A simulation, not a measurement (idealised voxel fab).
process module | voxel capacitor over wiring
cross-section cut | 275 nm wide | cells 5 nm
A cross-section is a grid of square cells, given in bands from the top down. A band is one or more rows of cells.
Each band's line starts with the height of the band's top and of its bottom, in nm. Then come its materials from left to right, each with its width in nm. One material with "throughout" fills the band from edge to edge. "air" is empty space.
Height 0 is the level under which the wafer as received is all one material. The lowest band goes on downwards, as in "0 down".
A width such as "30 to 40" changes by the same amount from each row of cells to the next, from the band's top row to its bottom row.
"no change" after a step means that no cell of the cross-section changed.
closed voids: empty space of 8 cells or more with no open way to the top, each as width x height at its distance from the left edge, in nm
after a step's settings: what the simulator itself notes on the step
overlay nm, on a step with a mask: how far to the right of its planned place the mask lay; to the left if negative
plan
1 op RECEIVE | material Si
2 op CONFORMAL_DEP | material SiO2 | thk nm 10
3 op DIRECTIONAL_DEP | material TiN | thk nm 5
4 op DIRECTIONAL_DEP | material W | thk nm 20
5 op PATTERN | tone cover | mask id METAL_1 | material resist | width nm 30 | pitch nm 80 | thk nm 20 | overlay nm 0
6 op DIRECTIONAL_ETCH | etch materials W | depth nm 20
7 op DIRECTIONAL_ETCH | etch materials TiN | depth nm 5
8 op STRIP | etch materials resist
9 op FILL_DEP | material lowk | thk nm 10
10 op CMP | height nm 35
11 op CONFORMAL_DEP | material SiCN | thk nm 5
12 op DIRECTIONAL_DEP | material SiO2 | thk nm 15
13 op MASKED_ETCH | tone open | mask id PLUG_1 | width nm 15 | etch materials SiO2 | depth nm 15 | overlay nm 0
14 op MASKED_ETCH | tone open | mask id PLUG_1 | width nm 15 | etch materials SiCN | depth nm 5 | overlay nm 0
15 op EPI | material Ru | thk nm 10
16 op EPI | material Ru | thk nm 10
17 op DIRECTIONAL_DEP | material TiN | thk nm 5
18 op DIRECTIONAL_DEP | material HfO2 | thk nm 5
19 op DIRECTIONAL_DEP | material TiN | thk nm 5
20 op DIRECTIONAL_DEP | material aC | thk nm 10
21 op PATTERN | tone cover | mask id UPPER_PLATE | material resist | width nm 55 | thk nm 25 | overlay nm 0
22 op DIRECTIONAL_ETCH | etch materials aC | depth nm 10
23 op STRIP | etch materials resist
24 op DIRECTIONAL_ETCH | etch materials TiN | depth nm 5
25 op DIRECTIONAL_ETCH | etch materials HfO2 | depth nm 5
26 op STRIP | etch materials aC
27 op MASKED_ETCH | tone cover | mask id LOWER_PLATE | width nm 65 | etch materials TiN | depth nm 5 | overlay nm 0
28 op FILL_DEP | material SiO2 | thk nm 15
29 op CMP | height nm 80
30 op MASKED_ETCH | tone open | mask id PLUG_2 | width nm 15 | etch materials SiO2 | depth nm 10 | overlay nm 0
31 op CONFORMAL_DEP | material TiN | thk nm 5
32 op FILL_DEP | material Ru | thk nm 10
33 op CMP | height nm 80
34 op CONFORMAL_DEP | material SiN | thk nm 5
as received, after step 1
  0 down: Si throughout
  closed voids: none
first wafer at the end, as planned
  85 to 80: SiN throughout
  80 to 75: SiO2 105 | TiN 5 | Ru 5 | TiN 5 | SiO2 155
  75 to 65: SiO2 105 to 95 | TiN 15 to 55 | SiO2 155 to 125
  65 to 60: SiO2 95 | HfO2 55 | SiO2 125
  60 to 55: SiO2 90 | TiN 65 | SiO2 120
  55 to 40: SiO2 95 | Ru 15 | SiO2 165
  40 to 35: SiCN 95 | Ru 15 | SiCN 165
  35 to 15: lowk 80 | W 30 | lowk 50 | W 30 | lowk 85
  15 to 10: lowk 80 | TiN 30 | lowk 50 | TiN 30 | lowk 85
  10 to 0: SiO2 throughout
  0 down: Si throughout
  closed voids: none
second wafer at the end: like start, like plan, one mistake
  85 to 80: SiN throughout
  80 to 75: SiO2 105 | TiN 5 | HfO2 40 | SiO2 125
  75 to 70: SiO2 90 | TiN 5 | SiO2 10 | TiN 50 | SiO2 120
  70 to 65: SiO2 95 | TiN 15 | SiO2 165
  65 to 60: SiO2 95 | HfO2 15 | SiO2 165
  60 to 55: SiO2 95 | TiN 15 | SiO2 165
  55 to 40: SiO2 throughout
  40 to 35: SiCN throughout
  35 to 15: lowk 80 | W 30 | lowk 50 | W 30 | lowk 85
  15 to 10: lowk 80 | TiN 30 | lowk 50 | TiN 30 | lowk 85
  10 to 0: SiO2 throughout
  0 down: Si throughout
  closed voids: none
what went wrong: step 12 was run twice
at the end the second wafer has, in cells: 13 fewer of Ru | 3 more of SiCN | 21 more of SiO2 | 11 fewer of TiN
